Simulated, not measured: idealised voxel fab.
This section sets out a process module, namely voxel tone inversion.
cross-section cut | 175 nm wide | cells 5 nm
This document writes a cross-section as a grid whose cells are square, and gives it as bands, listed from the top down; one or more rows of cells form a band. Top, bottom (nm), then materials left to right with widths (nm); lone material tagged "full width" fills the whole band edge to edge; "blank" = empty space. All heights in this document are referenced to 0, defined as the level beneath which the wafer, as received, consists entirely of one material. The lowest band is not bounded below; it extends indefinitely downward and is written in the form "from 0 down". Note: "30 to 40" means the width goes from the first number (top row of the band) to the second number (bottom row) in equal steps per row of cells. Basically "same as before" means that step didn't change any cell in the cross-section. "Enclosed void list" - sealed voids, min. 8 cells, no opening to top; format: width x height at distance (distance from left edge; nm throughout). On a step's line, text after the settings is the simulator commenting on that step. overlay nm: how far to the right of its planned place the mask lay on this masked step (negative: to the left).

[Set out below are the planned steps of the process]
1) RECEIVE: material Si
2) CONFORMAL_DEP: material SiCN, thk nm 10
3) DIRECTIONAL_DEP: material polySi, thk nm 25
4) PATTERN: tone cover, mask id POSTS, material resist, width nm 25, pitch nm 45, thk nm 30, overlay nm 0
5) DIRECTIONAL_ETCH: etch materials polySi, depth nm 25
6) STRIP: etch materials resist
7) FILL_DEP: material lowk, thk nm 5
8) CMP: height nm 35
9) STRIP: etch materials polySi

[first wafer, as planned]

[The cross-section here shows the wafer as received, i.e. in its state after step 1]
- from 0 down: Si full width
- Enclosed void list: none

[Wafer xsec, post step 2]
- from 10 to 0: SiCN full width
- Below a height of 0, the structure has not been altered.

[Wafer xsec, post step 3]
- from 35 to 10: polySi full width
- Below a height of 10, the structure has not been altered.

[Wafer xsec, post step 4]
- from 65 to 35: 30 blank, 25 resist, 20 blank, 25 resist, 20 blank, 25 resist, 30 blank
- Below a height of 35, the structure has not been altered.

[Wafer xsec, post step 5]
- from 65 to 35: 30 blank, 25 resist, 20 blank, 25 resist, 20 blank, 25 resist, 30 blank
- from 35 to 10: 30 blank, 25 polySi, 20 blank, 25 polySi, 20 blank, 25 polySi, 30 blank
- Below a height of 10, the structure has not been altered.

[Wafer xsec, post step 6]
- from 35 to 10: 30 blank, 25 polySi, 20 blank, 25 polySi, 20 blank, 25 polySi, 30 blank
- Below a height of 10, the structure has not been altered.

[Wafer xsec, post step 7]
- from 40 to 35: lowk full width
- from 35 to 10: 30 lowk, 25 polySi, 20 lowk, 25 polySi, 20 lowk, 25 polySi, 30 lowk
- Below a height of 10, the structure has not been altered.

[Wafer xsec, post step 8]
- from 35 to 10: 30 lowk, 25 polySi, 20 lowk, 25 polySi, 20 lowk, 25 polySi, 30 lowk
- Below a height of 10, the structure has not been altered.

[Wafer xsec, post step 9]
- from 35 to 10: 30 lowk, 25 blank, 20 lowk, 25 blank, 20 lowk, 25 blank, 30 lowk
- Below a height of 10, the structure has not been altered.

[Wafer two. Same start, same plan, one slip in execution. Same as wafer one through step 8, inclusive]

[Cross-section, second wafer, at the end time the plan gives for step 9]
- from 35 to 10: 30 lowk, 25 blank, 20 lowk, 25 blank, 20 lowk, 25 blank, 30 lowk
- Below a height of 10, the structure has not been altered.
Where did the run depart from the plan? step 9 of the plan was twice carried out
The final cross-section is the same for the two wafers, so this model computes the same thing whether or not the mistake was made.
